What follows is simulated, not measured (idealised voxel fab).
Herein follows the process module entitled voxel self aligned vias.
The figure presents cross-section cut, which has a width of 295 nm and is divided into square cells with an edge length of 5 nm.
Throughout this document, each cross-section is represented as a grid of square cells and is presented as a sequence of bands enumerated from the top downward, where a band comprises one or more rows of cells. Basically the band line says how high the top is and how high the bottom is, in nm, and then what's in it from left to right, every material with its width in nm. Empty space shows up as "blank", and if a single material carries "full width" it runs the full band edge to edge. A quick word on heights: they are counted from 0, and under that level the wafer as it came to us is one material throughout. The lowest band is different from the rest in having no bottom; it simply continues downward, written as in "top 0, no bottom". Width: "30 to 40" (first number = top row, second number = bottom row, same change from row to row of cells). "no modifications", as given for a step, is the statement that not any cell of the cross-section underwent a change during that step. Enclosed voids (no open way to top), threshold 8 cells or more, entry "Closed void list", notation width x height at distance, distance from left edge, nm. It should be noted that, on the line of a given step, the content following the step's settings is a remark produced by the simulator itself with respect to that step. "overlay nm" answers the question of how far to the right of plan the mask lay on a step that has a mask, and when it is negative the answer is to the left.
The following list gives the planned process steps
step 1: RECEIVE with material Si
step 2: CONFORMAL_DEP with material SiO2, thk nm 15
step 3: CONFORMAL_DEP with material SiCN, thk nm 5
step 4: DIRECTIONAL_DEP with material SiO2, thk nm 30
step 5: DIRECTIONAL_DEP with material aC, thk nm 15
step 6: PATTERN with tone open, mask id LINES, material resist, width nm 20, pitch nm 70, thk nm 35, overlay nm 0
step 7: DIRECTIONAL_ETCH with etch materials aC, depth nm 15
step 8: STRIP with etch materials resist
step 9: DIRECTIONAL_ETCH with etch materials SiO2, depth nm 30
step 10: STRIP with etch materials aC
step 11: CONFORMAL_DEP with material TiN, thk nm 5
step 12: FILL_DEP with material W, thk nm 10
step 13: CMP with height nm 50
step 14: SELECTIVE_ETCH with etch materials W Ru TiN, depth nm 10
step 15: FILL_DEP with material SiN, thk nm 5
step 16: CMP with height nm 50
step 17: DIRECTIONAL_DEP with material SiO2, thk nm 20
step 18: MASKED_ETCH with tone open, mask id VIAS, width nm 40, pitch nm 140, etch materials SiO2, depth nm 20, overlay nm 0
step 19: MASKED_ETCH with tone open, mask id VIAS, width nm 40, pitch nm 140, etch materials SiN, depth nm 10, overlay nm 0
step 20: CONFORMAL_DEP with material TiN, thk nm 5
step 21: FILL_DEP with material Ru, thk nm 10
step 22: CMP with height nm 70
step 23: CONFORMAL_DEP with material SiN, thk nm 5
Cross-section of the wafer as it came to us, i.e., already through step 1
* top 0, no bottom  Si full width
* Closed void list: none
Look at the cross-section after the module: the wafer started out the way shown above and the plan was the one shown above, yet one mistake was made along the way
* top 75, bottom 70  SiN full width
* top 70, bottom 55  SiO2=55 / TiN=5 / Ru=30 / TiN=5 / SiO2=100 / TiN=5 / Ru=30 / TiN=5 / SiO2=60
* top 55, bottom 50  SiO2=55 / TiN=15 / Ru=10 / TiN=15 / SiO2=100 / TiN=15 / Ru=10 / TiN=15 / SiO2=60
* top 50, bottom 45  SiO2=65 / TiN=5 / Ru=10 / TiN=5 / SiO2=50 / SiN=20 / SiO2=50 / TiN=5 / Ru=10 / TiN=5 / SiO2=70
* top 45, bottom 40  SiO2=65 / TiN=20 / SiO2=50 / SiN=20 / SiO2=50 / TiN=20 / SiO2=70
* top 40, bottom 25  SiO2=65 / TiN=5 / W=10 / TiN=5 / SiO2=50 / TiN=5 / W=10 / TiN=5 / SiO2=50 / TiN=5 / W=10 / TiN=5 / SiO2=70
* top 25, bottom 20  SiO2=65 / TiN=20 / SiO2=50 / TiN=20 / SiO2=50 / TiN=20 / SiO2=70
* top 20, bottom 15  SiCN full width
* top 15, bottom 0  Ru full width
* top 0, no bottom  Si full width
* Closed void list: none
In executing the process, a mistake was made relative to the plan: step 2 did not happen as planned, as run it was CONFORMAL_DEP with material Ru, thk nm 15
